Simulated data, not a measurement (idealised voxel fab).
Herein follows the process module entitled voxel transistor to metal.
Displayed cross-section: cut, width of 260 nm, square cells sized 5 nm.
If you're reading a cross-section in this doc, picture square cells in a grid; it comes to you as bands, top ones listed first down to the bottom, and a band can be one or more rows of cells. Heads up on the band format: heights come first, top then bottom, in nm. After that it's the materials left to right, each with its width in nm. A single material flagged "throughout" fills the whole band edge to edge, and "empty" means there's empty space there. Basically, 0 is our baseline, since under it the wafer straight out of the box is all one material. The bottom band has no lower end and keeps on going down, so it looks like "0 and below". The two numbers in a width such as "30..40" mark its ends across the band: the first belongs to the top row of cells, the second to the bottom row, and from each row to the next the width moves by the same amount. It should be understood that the words "nothing different", when stated for a given step, signify that the cross-section underwent no change in any of its cells during that step. Reported under the label "Tabulated closed voids" are the empty spaces having no open way to the top and comprising 8 cells or more; the notation for each is width x height at distance, in which the distance is measured from the left edge and all three values are in nm. That trailing text on a step's line, after the settings, is the simulator's own remark on the step. overlay nm: right-of-plan distance of the mask on a masked step; negative values mean left-of-plan. Note on reading: below, each pair holds a cross-section from before one process step and one from after it; the one from after shows only down to the lowest band that changed. Beneath the pair, the step in between is stated along with its settings. The pairs can stem from different runs of this module on the same starting wafer. Where a pair's entry headed "Pre-process state" says so, and only there, that pair continues from the pair above it.

# Pre-process state
50 down to 45  TiN throughout
45 down to 35  SiO2: 20, then TiN: 5, then W: 10, then TiN: 5, then SiO2: 55, then TiN: 5, then W: 10, then TiN: 5, then SiO2: 30, then TiN: 5, then W: 10, then TiN: 5, then SiO2: 55, then TiN: 5, then W: 10, then TiN: 5, then SiO2: 20
35 down to 25  SiO2: 20, then TiN: 5, then W: 10, then TiN: 5, then SiO2: 15, then SiN: 5, then SiCN: 15, then SiN: 5, then SiO2: 15, then TiN: 5, then W: 10, then TiN: 5, then SiO2: 30, then TiN: 5, then W: 10, then TiN: 5, then SiO2: 15, then SiN: 5, then SiCN: 15, then SiN: 5, then SiO2: 15, then TiN: 5, then W: 10, then TiN: 5, then SiO2: 20
25 down to 10  SiO2: 20, then TiN: 5, then W: 10, then TiN: 5, then SiO2: 15, then SiN: 5, then polySi: 15, then SiN: 5, then SiO2: 15, then TiN: 5, then W: 10, then TiN: 5, then SiO2: 30, then TiN: 5, then W: 10, then TiN: 5, then SiO2: 15, then SiN: 5, then polySi: 15, then SiN: 5, then SiO2: 15, then TiN: 5, then W: 10, then TiN: 5, then SiO2: 20
10 down to 5  SiO2: 5, then SiN: 5, then SiO2: 10, then TiN: 5, then W: 10, then TiN: 5, then SiO2: 15, then SiN: 5, then polySi: 15, then SiN: 5, then SiO2: 15, then TiN: 5, then W: 10, then TiN: 5, then SiO2: 30, then TiN: 5, then W: 10, then TiN: 5, then SiO2: 15, then SiN: 5, then polySi: 15, then SiN: 5, then SiO2: 15, then TiN: 5, then W: 10, then TiN: 5, then SiO2: 10, then SiN: 5, then SiO2: 5
5 down to 0  SiO2: 5, then SiN: 5, then SiO2: 10, then TiN: 20, then SiO2: 15, then SiN: 5, then polySi: 15, then SiN: 5, then SiO2: 15, then TiN: 20, then SiO2: 30, then TiN: 20, then SiO2: 15, then SiN: 5, then polySi: 15, then SiN: 5, then SiO2: 15, then TiN: 20, then SiO2: 10, then SiN: 5, then SiO2: 5
0 down to -5  SiO2: 5, then SiN: 10, then nSi: 40, then SiO2: 25, then nSi: 40, then SiN: 5, then SiO2: 10, then SiN: 5, then nSi: 40, then SiO2: 25, then nSi: 40, then SiN: 10, then SiO2: 5
-5 down to -10  SiO2: 20, then Si: 95, then SiO2: 30, then Si: 95, then SiO2: 20
-10 down to -30  SiO2: 15, then Si: 105, then SiO2: 20, then Si: 105, then SiO2: 15
-30 and below  Si throughout
Tabulated closed voids: none

# Post-Step Cross-Section
70 down to 50  W throughout
No changes below 50.
Tabulated closed voids: none
Link between the two cross-sections above: DIRECTIONAL_DEP, material W, thk nm 20

Pre-process state: For the state before this step, see the after cross-section of the pair located directly above.

# Post-Step Cross-Section
70 down to 50  empty: 20, then W: 20, then empty: 55, then W: 20, then empty: 30, then W: 20, then empty: 55, then W: 20, then empty: 20
No changes below 50.
Tabulated closed voids: none
Link between the two cross-sections above: MASKED_ETCH, tone cover, mask id METAL_1, width nm 20, etch materials W, depth nm 20, overlay nm 0

Pre-process state: For the state before this step, see the after cross-section of the pair located directly above.

# Post-Step Cross-Section
70 down to 50  empty: 20, then W: 20, then empty: 55, then W: 20, then empty: 30, then W: 20, then empty: 55, then W: 20, then empty: 20
50 down to 45  empty: 20, then TiN: 20, then empty: 55, then TiN: 20, then empty: 30, then TiN: 20, then empty: 55, then TiN: 20, then empty: 20
No changes below 45.
Tabulated closed voids: none
Link between the two cross-sections above: MASKED_ETCH, tone cover, mask id METAL_1, width nm 20, etch materials TiN, depth nm 5, overlay nm 0

Pre-process state: For the state before this step, see the after cross-section of the pair located directly above.

# Post-Step Cross-Section
75 down to 70  lowk throughout
70 down to 50  lowk: 20, then W: 20, then lowk: 55, then W: 20, then lowk: 30, then W: 20, then lowk: 55, then W: 20, then lowk: 20
50 down to 45  lowk: 20, then TiN: 20, then lowk: 55, then TiN: 20, then lowk: 30, then TiN: 20, then lowk: 55, then TiN: 20, then lowk: 20
No changes below 45.
Tabulated closed voids: none
Link between the two cross-sections above: FILL_DEP, material lowk, thk nm 5

Pre-process state: For the state before this step, see the after cross-section of the pair located directly above.

# Post-Step Cross-Section
70 down to 50  lowk: 20, then W: 20, then lowk: 55, then W: 20, then lowk: 30, then W: 20, then lowk: 55, then W: 20, then lowk: 20
No changes below 50.
Tabulated closed voids: none
Link between the two cross-sections above: CMP, height nm 70

Pre-process state: For the state before this step, see the after cross-section of the pair located directly above.

# Post-Step Cross-Section
75 down to 70  SiCN throughout
No changes below 70.
Tabulated closed voids: none
Link between the two cross-sections above: CONFORMAL_DEP, material SiCN, thk nm 5

Pre-process state: For the state before this step, see the after cross-section of the pair located directly above.

# Post-Step Cross-Section
100 down to 75  SiO2 throughout
No changes below 75.
Tabulated closed voids: none
Link between the two cross-sections above: DIRECTIONAL_DEP, material SiO2, thk nm 25

Pre-process state: For the state before this step, see the after cross-section of the pair located directly above.

# Post-Step Cross-Section
115 down to 100  resist: 20, then empty: 20, then resist: 105, then empty: 20, then resist: 95
No changes below 100.
Tabulated closed voids: none
Link between the two cross-sections above: PATTERN, tone open, mask id METAL_2, material resist, width nm 20, pitch nm 125, thk nm 15, overlay nm 0

Pre-process state: For the state before this step, see the after cross-section of the pair located directly above.

# Post-Step Cross-Section
115 down to 100  resist: 20, then empty: 20, then resist: 105, then empty: 20, then resist: 95
100 down to 85  SiO2: 20, then empty: 20, then SiO2: 105, then empty: 20, then SiO2: 95
No changes below 85.
Tabulated closed voids: none
Link between the two cross-sections above: DIRECTIONAL_ETCH, etch materials SiO2, depth nm 15

Pre-process state: For the state before this step, see the after cross-section of the pair located directly above.

# Post-Step Cross-Section
100 down to 85  SiO2: 20, then empty: 20, then SiO2: 105, then empty: 20, then SiO2: 95
No changes below 85.
Tabulated closed voids: none
Link between the two cross-sections above: STRIP, etch materials resist

Pre-process state: For the state before this step, see the after cross-section of the pair located directly above.

# Post-Step Cross-Section
120 down to 100  resist: 20, then empty: 15, then resist: 110, then empty: 15, then resist: 100
100 down to 85  SiO2: 20, then empty: 15, then resist: 5, then SiO2: 105, then empty: 15, then resist: 5, then SiO2: 95
No changes below 85.
Tabulated closed voids: none
Link between the two cross-sections above: PATTERN, tone open, mask id METAL_2_HOLES, material resist, width nm 15, pitch nm 125, thk nm 20, overlay nm 0

Pre-process state: For the state before this step, see the after cross-section of the pair located directly above.

# Post-Step Cross-Section
120 down to 100  resist: 20, then empty: 15, then resist: 110, then empty: 15, then resist: 100
100 down to 85  SiO2: 20, then empty: 15, then resist: 5, then SiO2: 105, then empty: 15, then resist: 5, then SiO2: 95
85 down to 75  SiO2: 20, then empty: 15, then SiO2: 110, then empty: 15, then SiO2: 100
No changes below 75.
Tabulated closed voids: none
Link between the two cross-sections above: DIRECTIONAL_ETCH, etch materials SiO2, depth nm 10

Pre-process state: For the state before this step, see the after cross-section of the pair located directly above.

# Post-Step Cross-Section
120 down to 100  resist: 20, then empty: 15, then resist: 110, then empty: 15, then resist: 100
100 down to 85  SiO2: 20, then empty: 15, then resist: 5, then SiO2: 105, then empty: 15, then resist: 5, then SiO2: 95
85 down to 75  SiO2: 20, then empty: 15, then SiO2: 110, then empty: 15, then SiO2: 100
75 down to 70  SiCN: 20, then empty: 15, then SiCN: 110, then empty: 15, then SiCN: 100
No changes below 70.
Tabulated closed voids: none
Link between the two cross-sections above: DIRECTIONAL_ETCH, etch materials SiCN, depth nm 5

Pre-process state: For the state before this step, see the after cross-section of the pair located directly above.

# Post-Step Cross-Section
100 down to 85  SiO2: 20, then empty: 20, then SiO2: 105, then empty: 20, then SiO2: 95
No changes below 85.
Tabulated closed voids: none
Link between the two cross-sections above: STRIP, etch materials resist

Pre-process state: For the state before this step, see the after cross-section of the pair located directly above.

# Post-Step Cross-Section
105 down to 100  TiN: 25, then empty: 10, then TiN: 115, then empty: 10, then TiN: 100
100 down to 90  SiO2: 20, then TiN: 5, then empty: 10, then TiN: 5, then SiO2: 105, then TiN: 5, then empty: 10, then TiN: 5, then SiO2: 95
90 down to 85  SiO2: 20, then TiN: 5, then empty: 5, then TiN: 10, then SiO2: 105, then TiN: 5, then empty: 5, then TiN: 10, then SiO2: 95
85 down to 75  SiO2: 20, then TiN: 5, then empty: 5, then TiN: 5, then SiO2: 110, then TiN: 5, then empty: 5, then TiN: 5, then SiO2: 100
75 down to 70  SiCN: 20, then TiN: 15, then SiCN: 110, then TiN: 15, then SiCN: 100
No changes below 70.
Tabulated closed voids: none
Link between the two cross-sections above: CONFORMAL_DEP, material TiN, thk nm 5

Pre-process state: For the state before this step, see the after cross-section of the pair located directly above.

# Post-Step Cross-Section
115 down to 105  Ru throughout
105 down to 100  TiN: 25, then Ru: 10, then TiN: 115, then Ru: 10, then TiN: 100
100 down to 90  SiO2: 20, then TiN: 5, then Ru: 10, then TiN: 5, then SiO2: 105, then TiN: 5, then Ru: 10, then TiN: 5, then SiO2: 95
90 down to 85  SiO2: 20, then TiN: 5, then Ru: 5, then TiN: 10, then SiO2: 105, then TiN: 5, then Ru: 5, then TiN: 10, then SiO2: 95
85 down to 75  SiO2: 20, then TiN: 5, then Ru: 5, then TiN: 5, then SiO2: 110, then TiN: 5, then Ru: 5, then TiN: 5, then SiO2: 100
No changes below 75.
Tabulated closed voids: none
Link between the two cross-sections above: FILL_DEP, material Ru, thk nm 10

Pre-process state: For the state before this step, see the after cross-section of the pair located directly above.

# Post-Step Cross-Section
100 down to 90  SiO2: 20, then TiN: 5, then Ru: 10, then TiN: 5, then SiO2: 105, then TiN: 5, then Ru: 10, then TiN: 5, then SiO2: 95
No changes below 90.
Tabulated closed voids: none
Link between the two cross-sections above: CMP, height nm 100

Pre-process state: For the state before this step, see the after cross-section of the pair located directly above.

# Post-Step Cross-Section
105 down to 100  SiN throughout
No changes below 100.
Tabulated closed voids: none
Link between the two cross-sections above: CONFORMAL_DEP, material SiN, thk nm 5

# Pre-process state
35 down to 20  empty: 15, then aC: 105, then empty: 20, then aC: 105, then empty: 15
20 down to 5  empty: 15, then SiN: 105, then empty: 20, then SiN: 105, then empty: 15
5 down to 0  empty: 15, then SiO2: 105, then empty: 20, then SiO2: 105, then empty: 15
0 and below  Si throughout
Tabulated closed voids: none

# Post-Step Cross-Section
35 down to 20  empty: 15, then aC: 105, then empty: 20, then aC: 105, then empty: 15
20 down to 5  empty: 15, then SiN: 105, then empty: 20, then SiN: 105, then empty: 15
5 down to 0  empty: 15, then SiO2: 105, then empty: 20, then SiO2: 105, then empty: 15
0 down to -25  empty: 15, then Si: 105, then empty: 20, then Si: 105, then empty: 15
No changes below -25.
Tabulated closed voids: none
Link between the two cross-sections above: DIRECTIONAL_ETCH, etch materials Si, depth nm 25

Pre-process state: For the state before this step, see the after cross-section of the pair located directly above.

# Post-Step Cross-Section
20 down to 5  empty: 15, then SiN: 105, then empty: 20, then SiN: 105, then empty: 15
No changes below 5.
Tabulated closed voids: none
Link between the two cross-sections above: STRIP, etch materials aC

Pre-process state: For the state before this step, see the after cross-section of the pair located directly above.

# Post-Step Cross-Section
30 down to 20  SiO2 throughout
20 down to 5  SiO2: 15, then SiN: 105, then SiO2: 20, then SiN: 105, then SiO2: 15
5 down to 0  SiO2 throughout
0 down to -25  SiO2: 15, then Si: 105, then SiO2: 20, then Si: 105, then SiO2: 15
No changes below -25.
Tabulated closed voids: none
Link between the two cross-sections above: FILL_DEP, material SiO2, thk nm 10

Pre-process state: For the state before this step, see the after cross-section of the pair located directly above.

# Post-Step Cross-Section
20 down to 5  SiO2: 15, then SiN: 105, then SiO2: 20, then SiN: 105, then SiO2: 15
No changes below 5.
Tabulated closed voids: none
Link between the two cross-sections above: CMP, height nm 20

Pre-process state: For the state before this step, see the after cross-section of the pair located directly above.

# Post-Step Cross-Section
20 down to 15  empty: 15, then SiN: 105, then empty: 20, then SiN: 105, then empty: 15
No changes below 15.
Tabulated closed voids: none
Link between the two cross-sections above: SELECTIVE_ETCH, etch materials SiO2, depth nm 5

Pre-process state: For the state before this step, see the after cross-section of the pair located directly above.

# Post-Step Cross-Section
15 down to 5  SiO2: 15, then empty: 105, then SiO2: 20, then empty: 105, then SiO2: 15
No changes below 5.
Tabulated closed voids: none
Link between the two cross-sections above: STRIP, etch materials SiN

Pre-process state: For the state before this step, see the after cross-section of the pair located directly above.

# Post-Step Cross-Section
10 down to 0  SiO2: 10, then empty: 115, then SiO2: 10, then empty: 115, then SiO2: 10
No changes below 0.
Tabulated closed voids: none
Link between the two cross-sections above: SELECTIVE_ETCH, etch materials SiO2, depth nm 5

Pre-process state: For the state before this step, see the after cross-section of the pair located directly above.

# Post-Step Cross-Section
10 down to 0  SiO2: 10, then empty: 115, then SiO2: 10, then empty: 115, then SiO2: 10
0 down to -5  SiO2 throughout
No changes below -5.
Tabulated closed voids: none
Link between the two cross-sections above: OXIDIZE, depth nm 5

Pre-process state: For the state before this step, see the after cross-section of the pair located directly above.

# Post-Step Cross-Section
35 down to 25  polySi: 10, then empty: 115, then polySi: 10, then empty: 115, then polySi: 10
25 down to 10  polySi throughout
10 down to 0  SiO2: 10, then polySi: 115, then SiO2: 10, then polySi: 115, then SiO2: 10
No changes below 0.
Tabulated closed voids: none
Link between the two cross-sections above: DIRECTIONAL_DEP, material polySi, thk nm 25

Pre-process state: For the state before this step, see the after cross-section of the pair located directly above.

# Post-Step Cross-Section
45 down to 35  SiCN: 10, then empty: 115, then SiCN: 10, then empty: 115, then SiCN: 10
35 down to 25  polySi: 10, then SiCN: 115, then polySi: 10, then SiCN: 115, then polySi: 10
No changes below 25.
Tabulated closed voids: none
Link between the two cross-sections above: DIRECTIONAL_DEP, material SiCN, thk nm 10

Pre-process state: For the state before this step, see the after cross-section of the pair located directly above.

# Post-Step Cross-Section
35 down to 25  polySi: 10, then empty: 50, then SiCN: 15, then empty: 50, then polySi: 10, then empty: 50, then SiCN: 15, then empty: 50, then polySi: 10
No changes below 25.
Tabulated closed voids: none
Link between the two cross-sections above: MASKED_ETCH, tone cover, mask id GATE, width nm 15, pitch nm 125, etch materials SiCN, depth nm 20, overlay nm 0

Pre-process state: For the state before this step, see the after cross-section of the pair located directly above.

# Post-Step Cross-Section
35 down to 25  empty: 60, then SiCN: 15, then empty: 110, then SiCN: 15, then empty: 60
25 down to 10  empty: 60, then polySi: 15, then empty: 110, then polySi: 15, then empty: 60
10 down to 0  SiO2: 10, then empty: 50, then polySi: 15, then empty: 50, then SiO2: 10, then empty: 50, then polySi: 15, then empty: 50, then SiO2: 10
No changes below 0.
Tabulated closed voids: none
Link between the two cross-sections above: MASKED_ETCH, tone cover, mask id GATE, width nm 15, pitch nm 125, etch materials polySi, depth nm 35, overlay nm 0

Pre-process state: For the state before this step, see the after cross-section of the pair located directly above.

# Post-Step Cross-Section
40 down to 35  empty: 55, then SiN: 25, then empty: 100, then SiN: 25, then empty: 55
35 down to 25  empty: 55, then SiN: 5, then SiCN: 15, then SiN: 5, then empty: 100, then SiN: 5, then SiCN: 15, then SiN: 5, then empty: 55
25 down to 15  empty: 55, then SiN: 5, then polySi: 15, then SiN: 5, then empty: 100, then SiN: 5, then polySi: 15, then SiN: 5, then empty: 55
15 down to 10  SiN: 15, then empty: 40, then SiN: 5, then polySi: 15, then SiN: 5, then empty: 40, then SiN: 20, then empty: 40, then SiN: 5, then polySi: 15, then SiN: 5, then empty: 40, then SiN: 15
10 down to 5  SiO2: 10, then SiN: 5, then empty: 40, then SiN: 5, then polySi: 15, then SiN: 5, then empty: 40, then SiN: 5, then SiO2: 10, then SiN: 5, then empty: 40, then SiN: 5, then polySi: 15, then SiN: 5, then empty: 40, then SiN: 5, then SiO2: 10
5 down to 0  SiO2: 10, then SiN: 50, then polySi: 15, then SiN: 50, then SiO2: 10, then SiN: 50, then polySi: 15, then SiN: 50, then SiO2: 10
No changes below 0.
Tabulated closed voids: none
Link between the two cross-sections above: CONFORMAL_DEP, material SiN, thk nm 5

Pre-process state: For the state before this step, see the after cross-section of the pair located directly above.

# Post-Step Cross-Section
35 down to 25  empty: 55, then SiN: 5, then SiCN: 15, then SiN: 5, then empty: 100, then SiN: 5, then SiCN: 15, then SiN: 5, then empty: 55
25 down to 10  empty: 55, then SiN: 5, then polySi: 15, then SiN: 5, then empty: 100, then SiN: 5, then polySi: 15, then SiN: 5, then empty: 55
10 down to 0  SiO2: 10, then SiN: 5, then empty: 40, then SiN: 5, then polySi: 15, then SiN: 5, then empty: 40, then SiN: 5, then SiO2: 10, then SiN: 5, then empty: 40, then SiN: 5, then polySi: 15, then SiN: 5, then empty: 40, then SiN: 5, then SiO2: 10
No changes below 0.
Tabulated closed voids: none
Link between the two cross-sections above: DIRECTIONAL_ETCH, etch materials SiN, depth nm 5

Pre-process state: For the state before this step, see the after cross-section of the pair located directly above.

# Post-Step Cross-Section
35 down to 25  empty: 55, then SiN: 5, then SiCN: 15, then SiN: 5, then empty: 100, then SiN: 5, then SiCN: 15, then SiN: 5, then empty: 55
25 down to 10  empty: 55, then SiN: 5, then polySi: 15, then SiN: 5, then empty: 100, then SiN: 5, then polySi: 15, then SiN: 5, then empty: 55
10 down to 5  empty: 10, then SiN: 5, then empty: 40, then SiN: 5, then polySi: 15, then SiN: 5, then empty: 40, then SiN: 5, then empty: 10, then SiN: 5, then empty: 40, then SiN: 5, then polySi: 15, then SiN: 5, then empty: 40, then SiN: 5, then empty: 10
5 down to 0  SiO2: 10, then SiN: 5, then empty: 40, then SiN: 5, then polySi: 15, then SiN: 5, then empty: 40, then SiN: 5, then SiO2: 10, then SiN: 5, then empty: 40, then SiN: 5, then polySi: 15, then SiN: 5, then empty: 40, then SiN: 5, then SiO2: 10
0 down to -5  SiO2: 15, then empty: 40, then SiO2: 25, then empty: 40, then SiO2: 20, then empty: 40, then SiO2: 25, then empty: 40, then SiO2: 15
No changes below -5.
Tabulated closed voids: none
Link between the two cross-sections above: DIRECTIONAL_ETCH, etch materials SiO2, depth nm 5

Pre-process state: For the state before this step, see the after cross-section of the pair located directly above.

# Post-Step Cross-Section
35 down to 25  empty: 55, then SiN: 5, then SiCN: 15, then SiN: 5, then empty: 100, then SiN: 5, then SiCN: 15, then SiN: 5, then empty: 55
25 down to 10  empty: 55, then SiN: 5, then polySi: 15, then SiN: 5, then empty: 100, then SiN: 5, then polySi: 15, then SiN: 5, then empty: 55
10 down to 5  empty: 10, then SiN: 5, then empty: 40, then SiN: 5, then polySi: 15, then SiN: 5, then empty: 40, then SiN: 5, then empty: 10, then SiN: 5, then empty: 40, then SiN: 5, then polySi: 15, then SiN: 5, then empty: 40, then SiN: 5, then empty: 10
5 down to 0  SiO2: 10, then SiN: 5, then empty: 40, then SiN: 5, then polySi: 15, then SiN: 5, then empty: 40, then SiN: 5, then SiO2: 10, then SiN: 5, then empty: 40, then SiN: 5, then polySi: 15, then SiN: 5, then empty: 40, then SiN: 5, then SiO2: 10
0 down to -5  SiO2: 15, then nSi: 40, then SiO2: 25, then nSi: 40, then SiO2: 20, then nSi: 40, then SiO2: 25, then nSi: 40, then SiO2: 15
No changes below -5.
Tabulated closed voids: none
Link between the two cross-sections above: EPI, material nSi, thk nm 5

Pre-process state: For the state before this step, see the after cross-section of the pair located directly above.

# Post-Step Cross-Section
45 down to 35  SiO2 throughout
35 down to 25  SiO2: 55, then SiN: 5, then SiCN: 15, then SiN: 5, then SiO2: 100, then SiN: 5, then SiCN: 15, then SiN: 5, then SiO2: 55
25 down to 10  SiO2: 55, then SiN: 5, then polySi: 15, then SiN: 5, then SiO2: 100, then SiN: 5, then polySi: 15, then SiN: 5, then SiO2: 55
10 down to 0  SiO2: 10, then SiN: 5, then SiO2: 40, then SiN: 5, then polySi: 15, then SiN: 5, then SiO2: 40, then SiN: 5, then SiO2: 10, then SiN: 5, then SiO2: 40, then SiN: 5, then polySi: 15, then SiN: 5, then SiO2: 40, then SiN: 5, then SiO2: 10
No changes below 0.
Tabulated closed voids: none
Link between the two cross-sections above: FILL_DEP, material SiO2, thk nm 10

Pre-process state: For the state before this step, see the after cross-section of the pair located directly above.

# Post-Step Cross-Section
35 down to 25  SiO2: 55, then SiN: 5, then SiCN: 15, then SiN: 5, then SiO2: 100, then SiN: 5, then SiCN: 15, then SiN: 5, then SiO2: 55
No changes below 25.
Tabulated closed voids: none
Link between the two cross-sections above: CMP, height nm 35

Pre-process state: For the state before this step, see the after cross-section of the pair located directly above.

# Post-Step Cross-Section
45 down to 35  SiO2 throughout
No changes below 35.
Tabulated closed voids: none
Link between the two cross-sections above: DIRECTIONAL_DEP, material SiO2, thk nm 10

Pre-process state: For the state before this step, see the after cross-section of the pair located directly above.

# Post-Step Cross-Section
55 down to 45  aC throughout
No changes below 45.
Tabulated closed voids: none
Link between the two cross-sections above: DIRECTIONAL_DEP, material aC, thk nm 10

Pre-process state: For the state before this step, see the after cross-section of the pair located directly above.

# Post-Step Cross-Section
80 down to 55  resist: 20, then empty: 20, then resist: 55, then empty: 20, then resist: 30, then empty: 20, then resist: 55, then empty: 20, then resist: 20
No changes below 55.
Tabulated closed voids: none
Link between the two cross-sections above: PATTERN, tone open, mask id CONTACT, material resist, width nm 20, thk nm 25, overlay nm 0

Pre-process state: For the state before this step, see the after cross-section of the pair located directly above.

# Post-Step Cross-Section
70 down to 55  resist: 20, then empty: 20, then resist: 55, then empty: 20, then resist: 30, then empty: 20, then resist: 55, then empty: 20, then resist: 20
55 down to 45  aC: 20, then empty: 20, then aC: 55, then empty: 20, then aC: 30, then empty: 20, then aC: 55, then empty: 20, then aC: 20
No changes below 45.
Tabulated closed voids: none
Link between the two cross-sections above: DIRECTIONAL_ETCH, etch materials aC, depth nm 10

Pre-process state: For the state before this step, see the after cross-section of the pair located directly above.

# Post-Step Cross-Section
55 down to 45  aC: 20, then empty: 20, then aC: 55, then empty: 20, then aC: 30, then empty: 20, then aC: 55, then empty: 20, then aC: 20
No changes below 45.
Tabulated closed voids: none
Link between the two cross-sections above: STRIP, etch materials resist

Pre-process state: For the state before this step, see the after cross-section of the pair located directly above.

# Post-Step Cross-Section
55 down to 45  aC: 20, then empty: 20, then aC: 55, then empty: 20, then aC: 30, then empty: 20, then aC: 55, then empty: 20, then aC: 20
45 down to 35  SiO2: 20, then empty: 20, then SiO2: 55, then empty: 20, then SiO2: 30, then empty: 20, then SiO2: 55, then empty: 20, then SiO2: 20
35 down to 25  SiO2: 20, then empty: 20, then SiO2: 15, then SiN: 5, then SiCN: 15, then SiN: 5, then SiO2: 15, then empty: 20, then SiO2: 30, then empty: 20, then SiO2: 15, then SiN: 5, then SiCN: 15, then SiN: 5, then SiO2: 15, then empty: 20, then SiO2: 20
25 down to 10  SiO2: 20, then empty: 20, then SiO2: 15, then SiN: 5, then polySi: 15, then SiN: 5, then SiO2: 15, then empty: 20, then SiO2: 30, then empty: 20, then SiO2: 15, then SiN: 5, then polySi: 15, then SiN: 5, then SiO2: 15, then empty: 20, then SiO2: 20
10 down to 0  SiO2: 10, then SiN: 5, then SiO2: 5, then empty: 20, then SiO2: 15, then SiN: 5, then polySi: 15, then SiN: 5, then SiO2: 15, then empty: 20, then SiO2: 5, then SiN: 5, then SiO2: 10, then SiN: 5, then SiO2: 5, then empty: 20, then SiO2: 15, then SiN: 5, then polySi: 15, then SiN: 5, then SiO2: 15, then empty: 20, then SiO2: 5, then SiN: 5, then SiO2: 10
No changes below 0.
Tabulated closed voids: none
Link between the two cross-sections above: DIRECTIONAL_ETCH, etch materials SiO2, depth nm 45

Pre-process state: For the state before this step, see the after cross-section of the pair located directly above.

# Post-Step Cross-Section
45 down to 35  SiO2: 20, then empty: 20, then SiO2: 55, then empty: 20, then SiO2: 30, then empty: 20, then SiO2: 55, then empty: 20, then SiO2: 20
No changes below 35.
Tabulated closed voids: none
Link between the two cross-sections above: STRIP, etch materials aC

Pre-process state: For the state before this step, see the after cross-section of the pair located directly above.

# Post-Step Cross-Section
50 down to 45  TiN: 25, then empty: 10, then TiN: 65, then empty: 10, then TiN: 40, then empty: 10, then TiN: 65, then empty: 10, then TiN: 25
45 down to 35  SiO2: 20, then TiN: 5, then empty: 10, then TiN: 5, then SiO2: 55, then TiN: 5, then empty: 10, then TiN: 5, then SiO2: 30, then TiN: 5, then empty: 10, then TiN: 5, then SiO2: 55, then TiN: 5, then empty: 10, then TiN: 5, then SiO2: 20
35 down to 25  SiO2: 20, then TiN: 5, then empty: 10, then TiN: 5, then SiO2: 15, then SiN: 5, then SiCN: 15, then SiN: 5, then SiO2: 15, then TiN: 5, then empty: 10, then TiN: 5, then SiO2: 30, then TiN: 5, then empty: 10, then TiN: 5, then SiO2: 15, then SiN: 5, then SiCN: 15, then SiN: 5, then SiO2: 15, then TiN: 5, then empty: 10, then TiN: 5, then SiO2: 20
25 down to 10  SiO2: 20, then TiN: 5, then empty: 10, then TiN: 5, then SiO2: 15, then SiN: 5, then polySi: 15, then SiN: 5, then SiO2: 15, then TiN: 5, then empty: 10, then TiN: 5, then SiO2: 30, then TiN: 5, then empty: 10, then TiN: 5, then SiO2: 15, then SiN: 5, then polySi: 15, then SiN: 5, then SiO2: 15, then TiN: 5, then empty: 10, then TiN: 5, then SiO2: 20
10 down to 5  SiO2: 10, then SiN: 5, then SiO2: 5, then TiN: 5, then empty: 10, then TiN: 5, then SiO2: 15, then SiN: 5, then polySi: 15, then SiN: 5, then SiO2: 15, then TiN: 5, then empty: 10, then TiN: 5, then SiO2: 5, then SiN: 5, then SiO2: 10, then SiN: 5, then SiO2: 5, then TiN: 5, then empty: 10, then TiN: 5, then SiO2: 15, then SiN: 5, then polySi: 15, then SiN: 5, then SiO2: 15, then TiN: 5, then empty: 10, then TiN: 5, then SiO2: 5, then SiN: 5, then SiO2: 10
5 down to 0  SiO2: 10, then SiN: 5, then SiO2: 5, then TiN: 20, then SiO2: 15, then SiN: 5, then polySi: 15, then SiN: 5, then SiO2: 15, then TiN: 20, then SiO2: 5, then SiN: 5, then SiO2: 10, then SiN: 5, then SiO2: 5, then TiN: 20, then SiO2: 15, then SiN: 5, then polySi: 15, then SiN: 5, then SiO2: 15, then TiN: 20, then SiO2: 5, then SiN: 5, then SiO2: 10
No changes below 0.
Tabulated closed voids: none
Link between the two cross-sections above: CONFORMAL_DEP, material TiN, thk nm 5

Pre-process state: For the state before this step, see the after cross-section of the pair located directly above.

# Post-Step Cross-Section
60 down to 50  W throughout
50 down to 45  TiN: 25, then W: 10, then TiN: 65, then W: 10, then TiN: 40, then W: 10, then TiN: 65, then W: 10, then TiN: 25
45 down to 35  SiO2: 20, then TiN: 5, then W: 10, then TiN: 5, then SiO2: 55, then TiN: 5, then W: 10, then TiN: 5, then SiO2: 30, then TiN: 5, then W: 10, then TiN: 5, then SiO2: 55, then TiN: 5, then W: 10, then TiN: 5, then SiO2: 20
35 down to 25  SiO2: 20, then TiN: 5, then W: 10, then TiN: 5, then SiO2: 15, then SiN: 5, then SiCN: 15, then SiN: 5, then SiO2: 15, then TiN: 5, then W: 10, then TiN: 5, then SiO2: 30, then TiN: 5, then W: 10, then TiN: 5, then SiO2: 15, then SiN: 5, then SiCN: 15, then SiN: 5, then SiO2: 15, then TiN: 5, then W: 10, then TiN: 5, then SiO2: 20
25 down to 10  SiO2: 20, then TiN: 5, then W: 10, then TiN: 5, then SiO2: 15, then SiN: 5, then polySi: 15, then SiN: 5, then SiO2: 15, then TiN: 5, then W: 10, then TiN: 5, then SiO2: 30, then TiN: 5, then W: 10, then TiN: 5, then SiO2: 15, then SiN: 5, then polySi: 15, then SiN: 5, then SiO2: 15, then TiN: 5, then W: 10, then TiN: 5, then SiO2: 20
10 down to 5  SiO2: 10, then SiN: 5, then SiO2: 5, then TiN: 5, then W: 10, then TiN: 5, then SiO2: 15, then SiN: 5, then polySi: 15, then SiN: 5, then SiO2: 15, then TiN: 5, then W: 10, then TiN: 5, then SiO2: 5, then SiN: 5, then SiO2: 10, then SiN: 5, then SiO2: 5, then TiN: 5, then W: 10, then TiN: 5, then SiO2: 15, then SiN: 5, then polySi: 15, then SiN: 5, then SiO2: 15, then TiN: 5, then W: 10, then TiN: 5, then SiO2: 5, then SiN: 5, then SiO2: 10
No changes below 5.
Tabulated closed voids: none
Link between the two cross-sections above: FILL_DEP, material W, thk nm 10

Pre-process state: For the state before this step, see the after cross-section of the pair located directly above.

# Post-Step Cross-Section
45 down to 35  SiO2: 20, then TiN: 5, then W: 10, then TiN: 5, then SiO2: 55, then TiN: 5, then W: 10, then TiN: 5, then SiO2: 30, then TiN: 5, then W: 10, then TiN: 5, then SiO2: 55, then TiN: 5, then W: 10, then TiN: 5, then SiO2: 20
No changes below 35.
Tabulated closed voids: none
Link between the two cross-sections above: CMP, height nm 45

Pre-process state: For the state before this step, see the after cross-section of the pair located directly above.

# Post-Step Cross-Section
50 down to 45  TiN throughout
No changes below 45.
Tabulated closed voids: none
Link between the two cross-sections above: DIRECTIONAL_DEP, material TiN, thk nm 5
